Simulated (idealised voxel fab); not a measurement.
This is a process module. Its name is voxel gate over fins.
Square cells of 5 nm make up the cross-section cut, whose width is 150 nm.
When this document writes out a cross-section, it uses a grid of square cells and lists it as bands, beginning at the top and moving down, with a band standing for one or more rows of cells.
Top, bottom (nm), then materials left to right with widths (nm); lone material tagged "everywhere" fills the whole band edge to edge; "air" = empty space.
Beneath 0, the wafer as received is one material, and that level is where height counting begins. The lowest band goes on downward without a bottom; it is written like "z 0 and below".
Read "30..40" as a graded width: first number on top, second number at the bottom, same change between each pair of neighbouring rows.
"nothing was modified", as given for a step, is the statement that not any cell of the cross-section underwent a change during that step.
"Sealed internal voids": sealed empty spaces, 8 cells or more, no open way to top, listed width x height at distance, with distance from the left edge and width, height and distance in nm.
after a step's settings: what the simulator itself notes on the step
"overlay nm" denotes, for a step that has a mask, the displacement of the mask to the right of its planned place, with negative values corresponding to the left.

Planned step list for the process
- 1: RECEIVE | material Si
- 2: CONFORMAL_DEP | material SiN | thk nm 5
- 3: MASKED_ETCH | tone cover | mask id FINS | width nm 15 | pitch nm 40 | etch materials SiN | depth nm 5 | overlay nm 0
- 4: MASKED_ETCH | tone cover | mask id FINS | width nm 15 | pitch nm 40 | etch materials Si | depth nm 40 | overlay nm 0
- 5: FILL_DEP | material SiO2 | thk nm 10
- 6: CMP | height nm 5
- 7: SELECTIVE_ETCH | etch materials SiO2 | depth nm 15
- 8: STRIP | etch materials SiN
- 9: CONFORMAL_DEP | material HfO2 | thk nm 5
- 10: CONFORMAL_DEP | material TiN | thk nm 5
- 11: FILL_DEP | material W | thk nm 15
- 12: CMP | height nm 20
- 13: CONFORMAL_DEP | material SiN | thk nm 5

First of two wafers: run as planned

Step 1 complete: cross-section of the wafer as received
    z 0 and below | Si everywhere
    Sealed internal voids: none

The wafer in cross-section once step 2 is complete
    z 5 to 0 | SiN everywhere
    Everything below 0 is unchanged.

The wafer in cross-section once step 3 is complete
    z 5 to 0 | 25 air; 15 SiN; 25 air; 15 SiN; 25 air; 15 SiN; 30 air
    Everything below 0 is unchanged.

The wafer in cross-section once step 4 is complete
    z 5 to 0 | 25 air; 15 SiN; 25 air; 15 SiN; 25 air; 15 SiN; 30 air
    z 0 to -40 | 25 air; 15 Si; 25 air; 15 Si; 25 air; 15 Si; 30 air
    Everything below -40 is unchanged.

The wafer in cross-section once step 5 is complete
    z 15 to 5 | SiO2 everywhere
    z 5 to 0 | 25 SiO2; 15 SiN; 25 SiO2; 15 SiN; 25 SiO2; 15 SiN; 30 SiO2
    z 0 to -40 | 25 SiO2; 15 Si; 25 SiO2; 15 Si; 25 SiO2; 15 Si; 30 SiO2
    Everything below -40 is unchanged.

The wafer in cross-section once step 6 is complete
    z 5 to 0 | 25 SiO2; 15 SiN; 25 SiO2; 15 SiN; 25 SiO2; 15 SiN; 30 SiO2
    Everything below 0 is unchanged.

The wafer in cross-section once step 7 is complete
    z 5 to 0 | 25 air; 15 SiN; 25 air; 15 SiN; 25 air; 15 SiN; 30 air
    z 0 to -10 | 25 air; 15 Si; 25 air; 15 Si; 25 air; 15 Si; 30 air
    Everything below -10 is unchanged.

The wafer in cross-section once step 8 is complete
    z 0 to -10 | 25 air; 15 Si; 25 air; 15 Si; 25 air; 15 Si; 30 air
    Everything below -10 is unchanged.

The wafer in cross-section once step 9 is complete
    z 5 to 0 | 20 air; 25 HfO2; 15 air; 25 HfO2; 15 air; 25 HfO2; 25 air
    z 0 to -5 | 20 air; 5 HfO2; 15 Si; 5 HfO2; 15 air; 5 HfO2; 15 Si; 5 HfO2; 15 air; 5 HfO2; 15 Si; 5 HfO2; 25 air
    z -5 to -10 | 25 HfO2; 15 Si; 25 HfO2; 15 Si; 25 HfO2; 15 Si; 30 HfO2
    Everything below -10 is unchanged.

The wafer in cross-section once step 10 is complete
    z 10 to 5 | 15 air; 35 TiN; 5 air; 35 TiN; 5 air; 35 TiN; 20 air
    z 5 to 0 | 15 air; 5 TiN; 25 HfO2; 5 TiN; 5 air; 5 TiN; 25 HfO2; 5 TiN; 5 air; 5 TiN; 25 HfO2; 5 TiN; 20 air
    z 0 to -5 | 20 TiN; 5 HfO2; 15 Si; 5 HfO2; 15 TiN; 5 HfO2; 15 Si; 5 HfO2; 15 TiN; 5 HfO2; 15 Si; 5 HfO2; 25 TiN
    Everything below -5 is unchanged.

The wafer in cross-section once step 11 is complete
    z 25 to 10 | W everywhere
    z 10 to 5 | 15 W; 35 TiN; 5 W; 35 TiN; 5 W; 35 TiN; 20 W
    z 5 to 0 | 15 W; 5 TiN; 25 HfO2; 5 TiN; 5 W; 5 TiN; 25 HfO2; 5 TiN; 5 W; 5 TiN; 25 HfO2; 5 TiN; 20 W
    Everything below 0 is unchanged.

The wafer in cross-section once step 12 is complete
    z 20 to 10 | W everywhere
    Everything below 10 is unchanged.

The wafer in cross-section once step 13 is complete
    z 25 to 20 | SiN everywhere
    Everything below 20 is unchanged.

Wafer two of the pair: same origin, same plan, one error during the run; identical to wafer one up to and including step 6

Cross-section, second wafer, at the end time the plan gives for step 7
    z 5 to 0 | 25 air; 15 SiN; 25 air; 15 SiN; 25 air; 15 SiN; 30 air
    z 0 to -25 | 25 air; 15 Si; 25 air; 15 Si; 25 air; 15 Si; 30 air
    Everything below -25 is unchanged.

Cross-section, second wafer, at the end time the plan gives for step 8
    z 0 to -25 | 25 air; 15 Si; 25 air; 15 Si; 25 air; 15 Si; 30 air
    Everything below -25 is unchanged.

Cross-section, second wafer, at the end time the plan gives for step 9
    z 5 to 0 | 20 air; 25 HfO2; 15 air; 25 HfO2; 15 air; 25 HfO2; 25 air
    z 0 to -20 | 20 air; 5 HfO2; 15 Si; 5 HfO2; 15 air; 5 HfO2; 15 Si; 5 HfO2; 15 air; 5 HfO2; 15 Si; 5 HfO2; 25 air
    z -20 to -25 | 25 HfO2; 15 Si; 25 HfO2; 15 Si; 25 HfO2; 15 Si; 30 HfO2
    Everything below -25 is unchanged.

Cross-section, second wafer, at the end time the plan gives for step 10
    z 10 to 5 | 15 air; 35 TiN; 5 air; 35 TiN; 5 air; 35 TiN; 20 air
    z 5 to 0 | 15 air; 5 TiN; 25 HfO2; 5 TiN; 5 air; 5 TiN; 25 HfO2; 5 TiN; 5 air; 5 TiN; 25 HfO2; 5 TiN; 20 air
    z 0 to -15 | 15 air; 5 TiN; 5 HfO2; 15 Si; 5 HfO2; 5 TiN; 5 air; 5 TiN; 5 HfO2; 15 Si; 5 HfO2; 5 TiN; 5 air; 5 TiN; 5 HfO2; 15 Si; 5 HfO2; 5 TiN; 20 air
    z -15 to -20 | 20 TiN; 5 HfO2; 15 Si; 5 HfO2; 15 TiN; 5 HfO2; 15 Si; 5 HfO2; 15 TiN; 5 HfO2; 15 Si; 5 HfO2; 25 TiN
    Everything below -20 is unchanged.

Cross-section, second wafer, at the end time the plan gives for step 11
    z 25 to 10 | W everywhere
    z 10 to 5 | 15 W; 35 TiN; 5 W; 35 TiN; 5 W; 35 TiN; 20 W
    z 5 to 0 | 15 W; 5 TiN; 25 HfO2; 5 TiN; 5 W; 5 TiN; 25 HfO2; 5 TiN; 5 W; 5 TiN; 25 HfO2; 5 TiN; 20 W
    z 0 to -15 | 15 W; 5 TiN; 5 HfO2; 15 Si; 5 HfO2; 5 TiN; 5 W; 5 TiN; 5 HfO2; 15 Si; 5 HfO2; 5 TiN; 5 W; 5 TiN; 5 HfO2; 15 Si; 5 HfO2; 5 TiN; 20 W
    Everything below -15 is unchanged.

Cross-section, second wafer, at the end time the plan gives for step 12
    z 20 to 10 | W everywhere
    Everything below 10 is unchanged.

Cross-section, second wafer, at the end time the plan gives for step 13
    z 25 to 20 | SiN everywhere
    Everything below 20 is unchanged.
What was the processing mistake? step 7 of the plan was executed twice over
at the end the second wafer has, in cells: HfO2: 18 more, SiO2: 63 fewer, TiN: 18 more, W: 27 more
